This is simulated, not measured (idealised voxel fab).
The following process module bears the name voxel self aligned vias.
Cross-section cut spans 285 nm and uses square cells 5 nm in size.
Each cross-section below is a grid of square cells, stated as bands in top-down order, with one or more rows of cells making up each band.
Top, bottom (nm), then materials left to right with widths (nm); lone material tagged "throughout" fills the whole band edge to edge; "empty" = empty space.
All heights in this document are referenced to 0, defined as the level beneath which the wafer, as received, consists entirely of one material. The lowest band is not bounded below; it extends indefinitely downward and is written in the form "0 and below".
The expression "30..40" gives the width at the extremes of the band, the first number at its top row of cells and the second at its bottom row, with the width changing by equal amounts from each row to the next in between.
Given "no modification" for a step, no cell of the cross-section differs between before and after that step.
Closed-off voids of 8+ cells (no open route to the top) go in "Sealed void inventory", written width x height at distance from the left edge, in nm.
Heads up: the bit after the settings on a step's line is the simulator's remark on that step.
"overlay nm" answers the question of how far to the right of plan the mask lay on a step that has a mask, and when it is negative the answer is to the left.

## The process steps that were planned are listed below
1,RECEIVE [material Si]
2,CONFORMAL_DEP [material SiO2] [thk nm 10]
3,CONFORMAL_DEP [material SiCN] [thk nm 5]
4,DIRECTIONAL_DEP [material lowk] [thk nm 20]
5,MASKED_ETCH [tone open] [mask id LINES] [width nm 25] [pitch nm 55] [etch materials lowk] [depth nm 20] [overlay nm 0]
6,CONFORMAL_DEP [material TiN] [thk nm 5]
7,FILL_DEP [material Ru] [thk nm 10]
8,CMP [height nm 35]
9,SELECTIVE_ETCH [etch materials W Ru TiN] [depth nm 5]
10,FILL_DEP [material SiN] [thk nm 10]
11,CMP [height nm 35]
12,DIRECTIONAL_DEP [material lowk] [thk nm 20]
13,PATTERN [tone open] [mask id VIAS] [material resist] [width nm 35] [pitch nm 110] [thk nm 20] [overlay nm 0]
14,DIRECTIONAL_ETCH [etch materials lowk] [depth nm 20]
15,DIRECTIONAL_ETCH [etch materials SiN] [depth nm 5]
16,STRIP [etch materials resist]
17,CONFORMAL_DEP [material TiN] [thk nm 5]
18,FILL_DEP [material W] [thk nm 5]
19,CMP [height nm 55]
20,CONFORMAL_DEP [material SiN] [thk nm 5]

## Incoming wafer in cross-section (state: after step 1)
> 0 and below  Si throughout
> Sealed void inventory: none

## The plan above was carried out on the starting structure above with one mistake, and this cross-section shows the wafer at the end of the module
> 60 down to 55  SiN throughout
> 55 down to 35  70 lowk, 5 TiN, 25 W, 5 TiN, 75 lowk, 5 TiN, 25 W, 5 TiN, 70 lowk
> 35 down to 30  70 lowk, 35 TiN, 25 lowk, 25 SiN, 25 lowk, 35 TiN, 70 lowk
> 30 down to 20  70..75 lowk, 10..5 TiN, 15 Ru, 10..5 TiN, 25..30 lowk, 5 TiN, 15 Ru, 5 TiN, 25..30 lowk, 10..5 TiN, 15 Ru, 10..5 TiN, 70..75 lowk
> 20 down to 15  75 lowk, 25 TiN, 30 lowk, 25 TiN, 30 lowk, 25 TiN, 75 lowk
> 15 down to 10  SiCN throughout
> 10 down to 0  SiO2 throughout
> 0 and below  Si throughout
> Sealed void inventory: none
Misprocessing identified: contrary to plan, step 14 was performed as DIRECTIONAL_ETCH [etch materials lowk] [depth nm 30]
